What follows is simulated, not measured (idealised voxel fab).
process module | voxel plated lines
cross-section cut | 235 nm wide | cells 5 nm
A cross-section is a grid of square cells, given in bands from the top down. A band is one or more rows of cells.
Each band's line starts with the height of the band's top and of its bottom, in nm. Then come its materials from left to right, each with its width in nm. One material with "throughout" fills the band from edge to edge. "air" is empty space.
Height 0 is the level under which the wafer as received is all one material. The lowest band goes on downwards, as in "0 down".
A width such as "30 to 40" changes by the same amount from each row of cells to the next, from the band's top row to its bottom row.
"no change" after a step means that no cell of the cross-section changed.
closed voids: empty space of 8 cells or more with no open way to the top, each as width x height at its distance from the left edge, in nm
after a step's settings: what the simulator itself notes on the step
overlay nm, on a step with a mask: how far to the right of its planned place the mask lay; to the left if negative
plan
1 op RECEIVE | material Si
2 op CONFORMAL_DEP | material SiO2 | thk nm 15
3 op DIRECTIONAL_DEP | material TiN | thk nm 5
4 op PATTERN | tone open | mask id LINES | material resist | width nm 25 | pitch nm 45 | thk nm 20 | overlay nm 0
5 op EPI | material Ru | thk nm 10
6 op STRIP | etch materials resist
7 op DIRECTIONAL_ETCH | etch materials TiN | depth nm 5
8 op CONFORMAL_DEP | material SiO2 | thk nm 5
first wafer, as planned
as received, after step 1
  0 down: Si throughout
  closed voids: none
after step 2
  15 to 0: SiO2 throughout
  below 0: unchanged
after step 3
  20 to 15: TiN throughout
  below 15: unchanged
after step 4
  40 to 20: resist 60 | air 25 | resist 20 | air 25 | resist 20 | air 25 | resist 60
  below 20: unchanged
after step 5
  40 to 30: resist 60 | air 25 | resist 20 | air 25 | resist 20 | air 25 | resist 60
  30 to 20: resist 60 | Ru 25 | resist 20 | Ru 25 | resist 20 | Ru 25 | resist 60
  below 20: unchanged
after step 6
  30 to 20: air 60 | Ru 25 | air 20 | Ru 25 | air 20 | Ru 25 | air 60
  below 20: unchanged
after step 7
  30 to 20: air 60 | Ru 25 | air 20 | Ru 25 | air 20 | Ru 25 | air 60
  20 to 15: air 60 | TiN 25 | air 20 | TiN 25 | air 20 | TiN 25 | air 60
  below 15: unchanged
after step 8
  35 to 30: air 55 | SiO2 35 | air 10 | SiO2 35 | air 10 | SiO2 35 | air 55
  30 to 20: air 55 | SiO2 5 | Ru 25 | SiO2 5 | air 10 | SiO2 5 | Ru 25 | SiO2 5 | air 10 | SiO2 5 | Ru 25 | SiO2 5 | air 55
  20 to 15: SiO2 60 | TiN 25 | SiO2 20 | TiN 25 | SiO2 20 | TiN 25 | SiO2 60
  below 15: unchanged
second wafer: like start, like plan, one mistake. Through step 3 it matches the first wafer
when step 4 should have ended
  40 to 20: resist 65 | air 15 | resist 30 | air 15 | resist 30 | air 15 | resist 65
  below 20: unchanged
when step 5 should have ended
  40 to 30: resist 65 | air 15 | resist 30 | air 15 | resist 30 | air 15 | resist 65
  30 to 20: resist 65 | Ru 15 | resist 30 | Ru 15 | resist 30 | Ru 15 | resist 65
  below 20: unchanged
when step 6 should have ended
  30 to 20: air 65 | Ru 15 | air 30 | Ru 15 | air 30 | Ru 15 | air 65
  below 20: unchanged
when step 7 should have ended
  30 to 20: air 65 | Ru 15 | air 30 | Ru 15 | air 30 | Ru 15 | air 65
  20 to 15: air 65 | TiN 15 | air 30 | TiN 15 | air 30 | TiN 15 | air 65
  below 15: unchanged
when step 8 should have ended
  35 to 30: air 60 | SiO2 25 | air 20 | SiO2 25 | air 20 | SiO2 25 | air 60
  30 to 20: air 60 | SiO2 5 | Ru 15 | SiO2 5 | air 20 | SiO2 5 | Ru 15 | SiO2 5 | air 20 | SiO2 5 | Ru 15 | SiO2 5 | air 60
  20 to 15: SiO2 65 | TiN 15 | SiO2 30 | TiN 15 | SiO2 30 | TiN 15 | SiO2 65
  below 15: unchanged
what went wrong: step 4 ran as: op PATTERN | tone open | mask id LINES | material resist | width nm 15 | pitch nm 45 | thk nm 20 | overlay nm 0
at the end the second wafer has, in cells: 12 fewer of Ru | 6 fewer of TiN
